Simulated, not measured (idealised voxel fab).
Process module name: voxel self aligned contacts
Pictured: cross-section cut, 225 nm wide, on a grid of 5 nm square cells.
A cross-section is written here as square cells arranged in a grid, and it is given in bands from the top down, each band taking up one or more rows of cells. Heads up on the band format: heights come first, top then bottom, in nm. After that it's the materials left to right, each with its width in nm. A single material flagged "throughout" fills the whole band edge to edge, and "air" means there's empty space there. Heights are expressed relative to 0, this being the level below which the as-received wafer comprises one material exclusively. The lowest band is unbounded in the downward direction and is denoted as in "z 0 and below". Think of "30..40" as a width that walks from the first number to the second as you go down the band, top row to bottom row, taking equal-sized steps from row to row. "no change occurred", as given for a step, is the statement that not any cell of the cross-section underwent a change during that step. For the entry "Closed voids list", the listed items are empty spaces with no open way to the top whose size is 8 cells or more; each item follows the pattern width x height at distance, where distance is from the left edge and all three are in nm. Post-settings text on a step line: simulator's own remark regarding the step. Among the settings permitted on a step's line is "overlay nm"; applied to a step with a mask, it specifies the extent to which the mask lay to the right of its planned position, whereas a negative figure signifies a position to the left.

Process steps - plan
1: RECEIVE [material Si]
2: CONFORMAL_DEP [material SiO2] [thk nm 5]
3: DIRECTIONAL_DEP [material polySi] [thk nm 25]
4: DIRECTIONAL_DEP [material SiN] [thk nm 15]
5: PATTERN [tone cover] [mask id GATE] [material resist] [width nm 35] [pitch nm 60] [thk nm 15] [overlay nm 0]
6: DIRECTIONAL_ETCH [etch materials SiN] [depth nm 15]
7: DIRECTIONAL_ETCH [etch materials polySi] [depth nm 25]
8: STRIP [etch materials resist]
9: CONFORMAL_DEP [material SiN] [thk nm 5]
10: DIRECTIONAL_ETCH [etch materials SiN] [depth nm 5]
11: FILL_DEP [material SiO2] [thk nm 20]
12: CMP [height nm 55]
13: MASKED_ETCH [tone open] [mask id CONTACT] [width nm 35] [etch materials SiO2] [depth nm 55] [overlay nm 0]
14: CONFORMAL_DEP [material TiN] [thk nm 5]
15: FILL_DEP [material Ru] [thk nm 5]
16: CMP [height nm 55]
17: CONFORMAL_DEP [material SiN] [thk nm 5]

Cross-sectional view of the wafer in its as-received condition, corresponding to the state after step 1
> z 0 and below: Si throughout
> Closed voids list: none

Final wafer profile in cross-section after the module, from the same start and plan as above, with one mistake made during processing
> z 60 to 55: SiN throughout
> z 55 to 30: SiO2: 50, SiN: 125, SiO2: 50
> z 30 to 15: SiO2: 50, SiN: 15, polySi: 35, SiN: 25, polySi: 35, SiN: 15, SiO2: 50
> z 15 to 5: SiN: 65, polySi: 35, SiN: 25, polySi: 35, SiN: 65
> z 5 to 0: SiO2 throughout
> z 0 and below: Si throughout
> Closed voids list: none
Misprocessing identified: step 9 ran as: CONFORMAL_DEP [material SiN] [thk nm 15]
